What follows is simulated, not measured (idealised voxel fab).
Process module, titled voxel ribs on slabs
This is section cut - it's 275 nm across, gridded in 5 nm square cells.
Just so we're on the same page, the cross-sections are grids of square cells, and they're listed out in bands top to bottom, each band one or more rows deep.
In this notation a band is specified by the heights of its top and bottom, in that order and in nm, after which its materials appear from left to right, each paired with its width in nm. The word "edge to edge" attached to a single material means that material fills the band from edge to edge; the word "empty" stands for empty space.
Counting heights begins at 0, where everything beneath is, in the wafer as received, one material. The lowest band has no bottom; it goes on downwards, as "0 -> down" shows.
A width given as "30->40" starts at the first number in the band's top row and ends at the second number in its bottom row, shifting by an equal amount at every step from row to row.
The designation "nothing altered", where it is given for a processing step, indicates that no cell of the cross-section was altered in the course of that step.
Under "Tabulated closed voids" you'll find the enclosed gaps, the ones with no way out to the top, that are 8 cells or bigger; each reads width x height at distance, with distance counted from the left edge, everything in nm.
Formally, on a step line, whatever follows the settings is a remark that the simulator itself makes on the step.
What "overlay nm" on a step's line means: if the step has a mask, that mask lay this far to the right of its planned place, or, when the value is negative, to the left.

### The planned process steps are enumerated hereunder
- 1: RECEIVE [material Si]
- 2: DIRECTIONAL_DEP [material SiO2] [thk nm 30]
- 3: DIRECTIONAL_DEP [material polySi] [thk nm 25]
- 4: MASKED_ETCH [tone cover] [mask id RIB] [width nm 15] [etch materials polySi] [depth nm 15] [overlay nm 0]
- 5: PATTERN [tone cover] [mask id SLAB] [material resist] [width nm 75] [thk nm 15] [overlay nm 0]
- 6: DIRECTIONAL_ETCH [etch materials polySi] [depth nm 10]
- 7: STRIP [etch materials resist]
- 8: FILL_DEP [material SiO2] [thk nm 25]
- 9: CMP [height nm 75]
- 10: DIRECTIONAL_DEP [material W] [thk nm 5]
- 11: DIRECTIONAL_DEP [material aC] [thk nm 15]
- 12: PATTERN [tone cover] [mask id HEATER] [material resist] [width nm 25] [thk nm 30] [overlay nm 0]
- 13: DIRECTIONAL_ETCH [etch materials aC] [depth nm 15]
- 14: STRIP [etch materials resist]
- 15: DIRECTIONAL_ETCH [etch materials W] [depth nm 5]
- 16: STRIP [etch materials aC]
- 17: CONFORMAL_DEP [material SiO2] [thk nm 10]

### Here's what the wafer looked like in cross-section when it arrived - that's after step 1
> 0 -> down: Si edge to edge
> Tabulated closed voids: none

### This is how the wafer looks in cross-section once the module is done, given the starting state and plan above and one mistake in carrying the plan out
> 90 -> 85: empty (120), SiO2 (45), empty (110)
> 85 -> 80: SiO2 edge to edge
> 80 -> 75: SiO2 (130), W (25), SiO2 (120)
> 75 -> 55: SiO2 edge to edge
> 55 -> 40: SiO2 (130), polySi (15), SiO2 (130)
> 40 -> 30: SiO2 (100), polySi (75), SiO2 (100)
> 30 -> 0: SiO2 edge to edge
> 0 -> down: Si edge to edge
> Tabulated closed voids: none
Here's what went sideways: for step 12, the planned setting was not used; the step was instead run as PATTERN [tone cover] [mask id HEATER] [material resist] [width nm 25] [thk nm 30] [overlay nm 5]
